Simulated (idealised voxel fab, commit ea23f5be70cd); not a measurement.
Presented below is a process module, voxel spacer lines.
The cross-section on display is named cut; it measures 205 nm wide, and its cells are 5 nm squares.
Throughout this document, each cross-section is represented as a grid of square cells and is presented as a sequence of bands enumerated from the top downward, where a band comprises one or more rows of cells.
Basically the band line says how high the top is and how high the bottom is, in nm, and then what's in it from left to right, every material with its width in nm. Empty space shows up as "empty", and if a single material carries "everywhere" it runs the full band edge to edge.
Basically, 0 is our baseline, since under it the wafer straight out of the box is all one material. The bottom band has no lower end and keeps on going down, so it looks like "0 down".
Note: "30->40" means the width goes from the first number (top row of the band) to the second number (bottom row) in equal steps per row of cells.
"left unchanged" after a step means that no cell of the cross-section changed.
Empty spaces counting at least 8 cells and having no open way to the top are listed in "Closed void list". The notation width x height at distance is used for each, the distance being from the left edge and all three values in nm.
On each step's line, the part that comes after the settings is the simulator's own comment on the step.
"overlay nm" denotes, for a step that has a mask, the displacement of the mask to the right of its planned place, with negative values corresponding to the left.
-- Planned process steps
1 RECEIVE (material Si)
2 CONFORMAL_DEP (material Al2O3; thk nm 5)
3 DIRECTIONAL_DEP (material polySi; thk nm 20)
4 DIRECTIONAL_DEP (material aC; thk nm 20)
5 PATTERN (tone cover; mask id MANDREL; material resist; width nm 25; pitch nm 70; thk nm 30; overlay nm 0)
6 DIRECTIONAL_ETCH (etch materials aC; depth nm 20)
7 STRIP (etch materials resist)
8 CONFORMAL_DEP (material SiN; thk nm 10)
9 DIRECTIONAL_ETCH (etch materials SiN; depth nm 10)
10 STRIP (etch materials aC)
11 DIRECTIONAL_ETCH (etch materials polySi; depth nm 20)
12 STRIP (etch materials SiN)
13 FILL_DEP (material SiO2; thk nm 10)
14 CMP (height nm 25)
-- The first wafer of two, processed as planned
-- So this is the incoming wafer in cross-section - it's already been through step 1
> 0 down = Si everywhere
> Closed void list: none
-- Cross-sectional representation of the wafer at the conclusion of step 2
> 5 to 0 = Al2O3 everywhere
> Lower than 0, everything is as it was.
-- Cross-sectional representation of the wafer at the conclusion of step 3
> 25 to 5 = polySi everywhere
> Lower than 5, everything is as it was.
-- Cross-sectional representation of the wafer at the conclusion of step 4
> 45 to 25 = aC everywhere
> Lower than 25, everything is as it was.
-- Cross-sectional representation of the wafer at the conclusion of step 5
> 75 to 45 = empty=55, then resist=25, then empty=45, then resist=25, then empty=55
> Lower than 45, everything is as it was.
-- Cross-sectional representation of the wafer at the conclusion of step 6
> 55 to 45 = empty=55, then resist=25, then empty=45, then resist=25, then empty=55
> 45 to 25 = empty=55, then aC=25, then empty=45, then aC=25, then empty=55
> Lower than 25, everything is as it was.
-- Cross-sectional representation of the wafer at the conclusion of step 7
> 45 to 25 = empty=55, then aC=25, then empty=45, then aC=25, then empty=55
> Lower than 25, everything is as it was.
-- Cross-sectional representation of the wafer at the conclusion of step 8
> 55 to 45 = empty=45, then SiN=45, then empty=25, then SiN=45, then empty=45
> 45 to 35 = empty=45, then SiN=10, then aC=25, then SiN=10, then empty=25, then SiN=10, then aC=25, then SiN=10, then empty=45
> 35 to 25 = SiN=55, then aC=25, then SiN=45, then aC=25, then SiN=55
> Lower than 25, everything is as it was.
-- Cross-sectional representation of the wafer at the conclusion of step 9
> 45 to 25 = empty=45, then SiN=10, then aC=25, then SiN=10, then empty=25, then SiN=10, then aC=25, then SiN=10, then empty=45
> Lower than 25, everything is as it was.
-- Cross-sectional representation of the wafer at the conclusion of step 10
> 45 to 25 = empty=45, then SiN=10, then empty=25, then SiN=10, then empty=25, then SiN=10, then empty=25, then SiN=10, then empty=45
> Lower than 25, everything is as it was.
-- Cross-sectional representation of the wafer at the conclusion of step 11
> 45 to 25 = empty=45, then SiN=10, then empty=25, then SiN=10, then empty=25, then SiN=10, then empty=25, then SiN=10, then empty=45
> 25 to 5 = empty=45, then polySi=10, then empty=25, then polySi=10, then empty=25, then polySi=10, then empty=25, then polySi=10, then empty=45
> Lower than 5, everything is as it was.
-- Cross-sectional representation of the wafer at the conclusion of step 12
> 25 to 5 = empty=45, then polySi=10, then empty=25, then polySi=10, then empty=25, then polySi=10, then empty=25, then polySi=10, then empty=45
> Lower than 5, everything is as it was.
-- Cross-sectional representation of the wafer at the conclusion of step 13
> 35 to 25 = SiO2 everywhere
> 25 to 5 = SiO2=45, then polySi=10, then SiO2=25, then polySi=10, then SiO2=25, then polySi=10, then SiO2=25, then polySi=10, then SiO2=45
> Lower than 5, everything is as it was.
-- Cross-sectional representation of the wafer at the conclusion of step 14
> 25 to 5 = SiO2=45, then polySi=10, then SiO2=25, then polySi=10, then SiO2=25, then polySi=10, then SiO2=25, then polySi=10, then SiO2=45
> Lower than 5, everything is as it was.
-- Now the other wafer: same start, same recipe, but we messed up one thing when running it. Up to and including step 1 it's the same as the first one
-- Cross-section: second wafer, time at which step 2 was scheduled to end
> 20 to 0 = polySi everywhere
> Lower than 0, everything is as it was.
-- Cross-section: second wafer, time at which step 3 was scheduled to end
> 25 to 20 = Al2O3 everywhere
> Lower than 20, everything is as it was.
-- Cross-section: second wafer, time at which step 4 was scheduled to end
> 45 to 25 = aC everywhere
> Lower than 25, everything is as it was.
-- Cross-section: second wafer, time at which step 5 was scheduled to end
> 75 to 45 = empty=55, then resist=25, then empty=45, then resist=25, then empty=55
> Lower than 45, everything is as it was.
-- Cross-section: second wafer, time at which step 6 was scheduled to end
> 55 to 45 = empty=55, then resist=25, then empty=45, then resist=25, then empty=55
> 45 to 25 = empty=55, then aC=25, then empty=45, then aC=25, then empty=55
> Lower than 25, everything is as it was.
-- Cross-section: second wafer, time at which step 7 was scheduled to end
> 45 to 25 = empty=55, then aC=25, then empty=45, then aC=25, then empty=55
> Lower than 25, everything is as it was.
-- Cross-section: second wafer, time at which step 8 was scheduled to end
> 55 to 45 = empty=45, then SiN=45, then empty=25, then SiN=45, then empty=45
> 45 to 35 = empty=45, then SiN=10, then aC=25, then SiN=10, then empty=25, then SiN=10, then aC=25, then SiN=10, then empty=45
> 35 to 25 = SiN=55, then aC=25, then SiN=45, then aC=25, then SiN=55
> Lower than 25, everything is as it was.
-- Cross-section: second wafer, time at which step 9 was scheduled to end
> 45 to 25 = empty=45, then SiN=10, then aC=25, then SiN=10, then empty=25, then SiN=10, then aC=25, then SiN=10, then empty=45
> Lower than 25, everything is as it was.
-- Cross-section: second wafer, time at which step 10 was scheduled to end
> 45 to 25 = empty=45, then SiN=10, then empty=25, then SiN=10, then empty=25, then SiN=10, then empty=25, then SiN=10, then empty=45
> Lower than 25, everything is as it was.
Cross-section: second wafer, time at which step 11 was scheduled to end: left unchanged
-- Cross-section: second wafer, time at which step 12 was scheduled to end
> 25 to 20 = Al2O3 everywhere
> Lower than 20, everything is as it was.
-- Cross-section: second wafer, time at which step 13 was scheduled to end
> 35 to 25 = SiO2 everywhere
> Lower than 25, everything is as it was.
-- Cross-section: second wafer, time at which step 14 was scheduled to end
> 25 to 20 = Al2O3 everywhere
> Lower than 20, everything is as it was.
In executing the process, a mistake was made relative to the plan: step 2 ran in the slot meant for step 3, and vice versa
Final wafer comparison in cells, second versus first, more or fewer per material: SiO2: 132 fewer; polySi: 132 more
